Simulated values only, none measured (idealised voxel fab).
Process module in this document: voxel gate over fins
Cross-section cut: width 205 nm, square cells of 5 nm.
Think of the cross-section as a grid of square cells. We describe it in bands, top to bottom, and each band covers one or more rows of those cells. Each band's line starts with the height of the band's top and of its bottom, in nm. Then come its materials from left to right, each with its width in nm. One material with "edge to edge" fills the band from edge to edge. "empty" is empty space. Heights are expressed relative to 0, this being the level below which the as-received wafer comprises one material exclusively. The lowest band is unbounded in the downward direction and is denoted as in "0 and below". Note: "30 to 40" means the width goes from the first number (top row of the band) to the second number (bottom row) in equal steps per row of cells. When a step is marked "identical to before", none of the cells in the cross-section changed during that step. If an empty space has no open way to the top and is at least 8 cells in size, "Closed void listing" lists it, written width x height at distance, where distance is measured from the left edge and every value is in nm. Anything after a step's settings on that line? It's the simulator's own note about the step. The optional step-line setting "overlay nm" applies to steps with a mask and quantifies how far to the right of its planned location the mask lay, a negative value indicating leftward placement.

-- So here's the lineup of process steps we planned
1) RECEIVE: material Si
2) CONFORMAL_DEP: material SiN, thk nm 10
3) PATTERN: tone cover, mask id FINS, material resist, width nm 15, pitch nm 35, thk nm 15, overlay nm 0
4) DIRECTIONAL_ETCH: etch materials SiN, depth nm 10
5) DIRECTIONAL_ETCH: etch materials Si, depth nm 35
6) STRIP: etch materials resist
7) FILL_DEP: material SiO2, thk nm 10
8) CMP: height nm 10
9) SELECTIVE_ETCH: etch materials SiO2, depth nm 20
10) STRIP: etch materials SiN
11) CONFORMAL_DEP: material HfO2, thk nm 5
12) CONFORMAL_DEP: material TiN, thk nm 5
13) FILL_DEP: material W, thk nm 15
14) CMP: height nm 20
15) CONFORMAL_DEP: material SiCN, thk nm 10

-- Received-state cross-section, reflecting completion of step 1
	0 and below: Si edge to edge
	Closed void listing: none

-- Cross-sectional result after module completion. Note: starting condition and plan are unchanged from above; one processing mistake was made
	30 down to 20: SiCN edge to edge
	20 down to 5: W edge to edge
	5 down to 0: W 35 nm  TiN 25 nm  W 10 nm  TiN 25 nm  W 10 nm  TiN 25 nm  W 10 nm  TiN 25 nm  W 40 nm
	0 down to -5: W 35 nm  TiN 5 nm  Si 15 nm  TiN 5 nm  W 10 nm  TiN 5 nm  Si 15 nm  TiN 5 nm  W 10 nm  TiN 5 nm  Si 15 nm  TiN 5 nm  W 10 nm  TiN 5 nm  Si 15 nm  TiN 5 nm  W 40 nm
	-5 down to -10: TiN 40 nm  Si 15 nm  TiN 20 nm  Si 15 nm  TiN 20 nm  Si 15 nm  TiN 20 nm  Si 15 nm  TiN 45 nm
	-10 down to -35: SiO2 40 nm  Si 15 nm  SiO2 20 nm  Si 15 nm  SiO2 20 nm  Si 15 nm  SiO2 20 nm  Si 15 nm  SiO2 45 nm
	-35 and below: Si edge to edge
	Closed void listing: none
Deviation noted in wafer processing: step 11 of the plan got skipped, so it never ran
